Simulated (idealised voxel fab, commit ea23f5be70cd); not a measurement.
process module | voxel wiring stack
cross-section cut | 155 nm wide | cells 5 nm
A cross-section is a grid of square cells, given in bands from the top down. A band is one or more rows of cells.
Each band's line starts with the height of the band's top and of its bottom, in nm. Then come its materials from left to right, each with its width in nm. One material with "throughout" fills the band from edge to edge. "air" is empty space.
Height 0 is the level under which the wafer as received is all one material. The lowest band goes on downwards, as in "0 down".
A width such as "30 to 40" changes by the same amount from each row of cells to the next, from the band's top row to its bottom row.
"no change" after a step means that no cell of the cross-section changed.
closed voids: empty space of 8 cells or more with no open way to the top, each as width x height at its distance from the left edge, in nm
after a step's settings: what the simulator itself notes on the step
overlay nm, on a step with a mask: how far to the right of its planned place the mask lay; to the left if negative
plan
1 op RECEIVE | material Si
2 op CONFORMAL_DEP | material SiO2 | thk nm 10
3 op DIRECTIONAL_DEP | material TiN | thk nm 5
4 op DIRECTIONAL_DEP | material Ru | thk nm 25
5 op DIRECTIONAL_DEP | material aC | thk nm 15
6 op PATTERN | tone cover | mask id METAL_1 | material resist | width nm 20 | pitch nm 50 | thk nm 35 | overlay nm 0
7 op DIRECTIONAL_ETCH | etch materials aC | depth nm 15
8 op STRIP | etch materials resist
9 op DIRECTIONAL_ETCH | etch materials Ru | depth nm 25
10 op DIRECTIONAL_ETCH | etch materials TiN | depth nm 5
11 op STRIP | etch materials aC
12 op CONFORMAL_DEP | material SiCN | thk nm 5
13 op FILL_DEP | material SiO2 | thk nm 10
14 op CMP | height nm 40
15 op CONFORMAL_DEP | material SiCN | thk nm 5
16 op DIRECTIONAL_DEP | material SiO2 | thk nm 30
17 op MASKED_ETCH | tone open | mask id METAL_2 | width nm 20 | pitch nm 50 | etch materials SiO2 | depth nm 20 | overlay nm 0
18 op PATTERN | tone open | mask id METAL_2_HOLES | material resist | width nm 15 | pitch nm 100 | thk nm 20 | overlay nm 0
19 op DIRECTIONAL_ETCH | etch materials SiO2 | depth nm 10
20 op DIRECTIONAL_ETCH | etch materials SiCN | depth nm 5
21 op STRIP | etch materials resist
22 op CONFORMAL_DEP | material TiN | thk nm 5
23 op FILL_DEP | material Cu | thk nm 10
24 op CMP | height nm 75
25 op CONFORMAL_DEP | material SiCN | thk nm 5
as received, after step 1
  0 down: Si throughout
  closed voids: none
a wafer at the end: this start, this plan, one mistake
  80 to 75: SiCN throughout
  75 to 70: TiN 20 | Cu 10 | TiN 40 | Cu 10 | TiN 40 | Cu 10 | TiN 25
  70 to 55: SiO2 15 | TiN 5 | Cu 10 | TiN 5 | SiO2 30 | TiN 5 | Cu 10 | TiN 5 | SiO2 30 | TiN 5 | Cu 10 | TiN 5 | SiO2 20
  55 to 50: SiO2 15 | TiN 5 | Cu 5 | TiN 10 | SiO2 30 | TiN 20 | SiO2 30 | TiN 5 | Cu 5 | TiN 10 | SiO2 20
  50 to 45: SiO2 15 | TiN 5 | Cu 5 | TiN 5 | SiO2 85 | TiN 5 | Cu 5 | TiN 5 | SiO2 25
  45 to 40: SiCN 15 | TiN 15 | SiCN 85 | TiN 15 | SiCN 25
  40 to 15: SiO2 10 | SiCN 5 | Ru 20 | SiCN 5 | SiO2 20 | SiCN 5 | Ru 20 | SiCN 5 | SiO2 20 | SiCN 5 | Ru 20 | SiCN 5 | SiO2 15
  15 to 10: SiCN 15 | TiN 20 | SiCN 30 | TiN 20 | SiCN 30 | TiN 20 | SiCN 20
  10 to 0: SiO2 throughout
  0 down: Si throughout
  closed voids: none
what went wrong: step 16 ran as: op DIRECTIONAL_DEP | material SiO2 | thk nm 25
